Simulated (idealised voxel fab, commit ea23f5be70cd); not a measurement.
Title: Process Module voxel spacer lines
In the cross-section labelled cut, the width is 255 nm and each square cell is 5 nm.
A cross-section in this document is a grid of square cells, and it is written down as bands, the top band listed before the ones below it; a band is made up of one or more rows of cells.
Heads up on the band format: heights come first, top then bottom, in nm. After that it's the materials left to right, each with its width in nm. A single material flagged "full width" fills the whole band edge to edge, and "air" means there's empty space there.
Height reference: 0 = level under which incoming wafer is all one material. Lowest band: no bottom, runs on downward, e.g. "top 0, no bottom".
You'd read "30..40" like this: the band's top row of cells is as wide as the first number, its bottom row is as wide as the second, and going down, every row changes width by the same amount as the row before did.
"no modifications", as given for a step, is the statement that not any cell of the cross-section underwent a change during that step.
You'll see "Sealed voids" listing empty spaces that have no way open to the top, as long as they're 8 cells or more; the notation is width x height at distance, where the distance is from the left edge, and all of it is in nm.
Whatever follows a step's settings on its line is a remark the simulator itself makes about that step.
If you see "overlay nm" on a step's line and that step has a mask, it's telling you how far right of where it was planned the mask ended up; a negative number means it went left instead.

### The process steps that were planned are listed below
1) RECEIVE [material Si]
2) CONFORMAL_DEP [material Al2O3] [thk nm 10]
3) DIRECTIONAL_DEP [material W] [thk nm 15]
4) DIRECTIONAL_DEP [material aC] [thk nm 30]
5) PATTERN [tone cover] [mask id MANDREL] [material resist] [width nm 25] [pitch nm 80] [thk nm 40] [overlay nm 0]
6) DIRECTIONAL_ETCH [etch materials aC] [depth nm 30]
7) STRIP [etch materials resist]
8) CONFORMAL_DEP [material SiN] [thk nm 15]
9) DIRECTIONAL_ETCH [etch materials SiN] [depth nm 15]
10) STRIP [etch materials aC]
11) DIRECTIONAL_ETCH [etch materials W] [depth nm 15]
12) STRIP [etch materials SiN]

### First out of two wafers; run went to plan

### Incoming wafer in cross-section (state: after step 1)
	top 0, no bottom: Si full width
	Sealed voids: none

### Sectional view: wafer, after step 2
	top 10, bottom 0: Al2O3 full width
	Lower than 0, everything is as it was.

### Sectional view: wafer, after step 3
	top 25, bottom 10: W full width
	Lower than 10, everything is as it was.

### Sectional view: wafer, after step 4
	top 55, bottom 25: aC full width
	Lower than 25, everything is as it was.

### Sectional view: wafer, after step 5
	top 95, bottom 55: 35 air  25 resist  55 air  25 resist  55 air  25 resist  35 air
	Lower than 55, everything is as it was.

### Sectional view: wafer, after step 6
	top 65, bottom 55: 35 air  25 resist  55 air  25 resist  55 air  25 resist  35 air
	top 55, bottom 25: 35 air  25 aC  55 air  25 aC  55 air  25 aC  35 air
	Lower than 25, everything is as it was.

### Sectional view: wafer, after step 7
	top 55, bottom 25: 35 air  25 aC  55 air  25 aC  55 air  25 aC  35 air
	Lower than 25, everything is as it was.

### Sectional view: wafer, after step 8
	top 70, bottom 55: 20 air  55 SiN  25 air  55 SiN  25 air  55 SiN  20 air
	top 55, bottom 40: 20 air  15 SiN  25 aC  15 SiN  25 air  15 SiN  25 aC  15 SiN  25 air  15 SiN  25 aC  15 SiN  20 air
	top 40, bottom 25: 35 SiN  25 aC  55 SiN  25 aC  55 SiN  25 aC  35 SiN
	Lower than 25, everything is as it was.

### Sectional view: wafer, after step 9
	top 55, bottom 25: 20 air  15 SiN  25 aC  15 SiN  25 air  15 SiN  25 aC  15 SiN  25 air  15 SiN  25 aC  15 SiN  20 air
	Lower than 25, everything is as it was.

### Sectional view: wafer, after step 10
	top 55, bottom 25: 20 air  15 SiN  25 air  15 SiN  25 air  15 SiN  25 air  15 SiN  25 air  15 SiN  25 air  15 SiN  20 air
	Lower than 25, everything is as it was.

### Sectional view: wafer, after step 11
	top 55, bottom 25: 20 air  15 SiN  25 air  15 SiN  25 air  15 SiN  25 air  15 SiN  25 air  15 SiN  25 air  15 SiN  20 air
	top 25, bottom 10: 20 air  15 W  25 air  15 W  25 air  15 W  25 air  15 W  25 air  15 W  25 air  15 W  20 air
	Lower than 10, everything is as it was.

### Sectional view: wafer, after step 12
	top 25, bottom 10: 20 air  15 W  25 air  15 W  25 air  15 W  25 air  15 W  25 air  15 W  25 air  15 W  20 air
	Lower than 10, everything is as it was.

### The second wafer: identical to the first at the outset and in its planned sequence, differing only in that one mistake was made during processing; up to and including step 4, its path is the first wafer's path

### Cross-section of the second wafer when, according to plan, step 5 should have finished
	top 95, bottom 55: 40 air  20 resist  60 air  20 resist  60 air  20 resist  35 air
	Lower than 55, everything is as it was.

### Cross-section of the second wafer when, according to plan, step 6 should have finished
	top 65, bottom 55: 40 air  20 resist  60 air  20 resist  60 air  20 resist  35 air
	top 55, bottom 25: 40 air  20 aC  60 air  20 aC  60 air  20 aC  35 air
	Lower than 25, everything is as it was.

### Cross-section of the second wafer when, according to plan, step 7 should have finished
	top 55, bottom 25: 40 air  20 aC  60 air  20 aC  60 air  20 aC  35 air
	Lower than 25, everything is as it was.

### Cross-section of the second wafer when, according to plan, step 8 should have finished
	top 70, bottom 55: 25 air  50 SiN  30 air  50 SiN  30 air  50 SiN  20 air
	top 55, bottom 40: 25 air  15 SiN  20 aC  15 SiN  30 air  15 SiN  20 aC  15 SiN  30 air  15 SiN  20 aC  15 SiN  20 air
	top 40, bottom 25: 40 SiN  20 aC  60 SiN  20 aC  60 SiN  20 aC  35 SiN
	Lower than 25, everything is as it was.

### Cross-section of the second wafer when, according to plan, step 9 should have finished
	top 55, bottom 25: 25 air  15 SiN  20 aC  15 SiN  30 air  15 SiN  20 aC  15 SiN  30 air  15 SiN  20 aC  15 SiN  20 air
	Lower than 25, everything is as it was.

### Cross-section of the second wafer when, according to plan, step 10 should have finished
	top 55, bottom 25: 25 air  15 SiN  20 air  15 SiN  30 air  15 SiN  20 air  15 SiN  30 air  15 SiN  20 air  15 SiN  20 air
	Lower than 25, everything is as it was.

### Cross-section of the second wafer when, according to plan, step 11 should have finished
	top 55, bottom 25: 25 air  15 SiN  20 air  15 SiN  30 air  15 SiN  20 air  15 SiN  30 air  15 SiN  20 air  15 SiN  20 air
	top 25, bottom 10: 25 air  15 W  20 air  15 W  30 air  15 W  20 air  15 W  30 air  15 W  20 air  15 W  20 air
	Lower than 10, everything is as it was.

### Cross-section of the second wafer when, according to plan, step 12 should have finished
	top 25, bottom 10: 25 air  15 W  20 air  15 W  30 air  15 W  20 air  15 W  30 air  15 W  20 air  15 W  20 air
	Lower than 10, everything is as it was.
What went wrong in running the wafer? not per plan at step 5, really ran PATTERN [tone cover] [mask id MANDREL] [material resist] [width nm 20] [pitch nm 80] [thk nm 40] [overlay nm 0]
The two final wafers agree on how many cells each material fills and disagree on which cells those are.
